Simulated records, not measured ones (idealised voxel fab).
This section sets out a process module, namely voxel spacer lines.
It is cross-section cut that appears here, measuring 290 nm in width, its square cells being 5 nm in size.
The cross-sections in this document take the form of a grid made of square cells. They are written out as bands, in order from top to bottom. Each band consists of one or more rows of cells.
Basically the band line says how high the top is and how high the bottom is, in nm, and then what's in it from left to right, every material with its width in nm. Empty space shows up as "empty", and if a single material carries "edge to edge" it runs the full band edge to edge.
Measure heights from 0. That's the level where, below it, the as-received wafer is all one material. The lowest band is bottomless and extends downward; write it as in "from 0 down".
Graded width ("30..40"): value in top row of band = first number; value in bottom row = second number; row-to-row change constant.
"no modifications" for a step: no cell of the cross-section changed in that step.
"Voids, enclosed" lists enclosed empty spaces (at least 8 cells, no open path upward to the top), each as width x height at distance from the left edge, in nm.
It should be noted that, on the line of a given step, the content following the step's settings is a remark produced by the simulator itself with respect to that step.
A step's line can hold "overlay nm"; with a mask on that step, the setting says how far right of the planned place the mask lay, while a negative setting says it lay to the left.

Steps in the process plan
1. RECEIVE (material Si)
2. CONFORMAL_DEP (material Al2O3; thk nm 10)
3. DIRECTIONAL_DEP (material W; thk nm 10)
4. DIRECTIONAL_DEP (material polySi; thk nm 30)
5. PATTERN (tone cover; mask id MANDREL; material resist; width nm 20; pitch nm 60; thk nm 40; overlay nm 0)
6. DIRECTIONAL_ETCH (etch materials polySi; depth nm 30)
7. STRIP (etch materials resist)
8. CONFORMAL_DEP (material SiN; thk nm 10)
9. DIRECTIONAL_ETCH (etch materials SiN; depth nm 10)
10. STRIP (etch materials polySi)
11. DIRECTIONAL_ETCH (etch materials W; depth nm 10)
12. STRIP (etch materials SiN)

Cross-section of the wafer upon arrival, representing the state reached after step 1
* from 0 down: Si edge to edge
* Voids, enclosed: none

The following cross-section depicts the wafer upon conclusion of the module. Processing commenced from the starting condition illustrated above and adhered to the plan illustrated above, save for one mistake in execution
* from 10 to 0: 95 empty / 10 W / 20 empty / 10 W / 20 empty / 10 W / 20 empty / 10 W / 95 empty
* from 0 down: Si edge to edge
* Voids, enclosed: none
Deviation from plan: the plan's step 2 was left out and never carried out
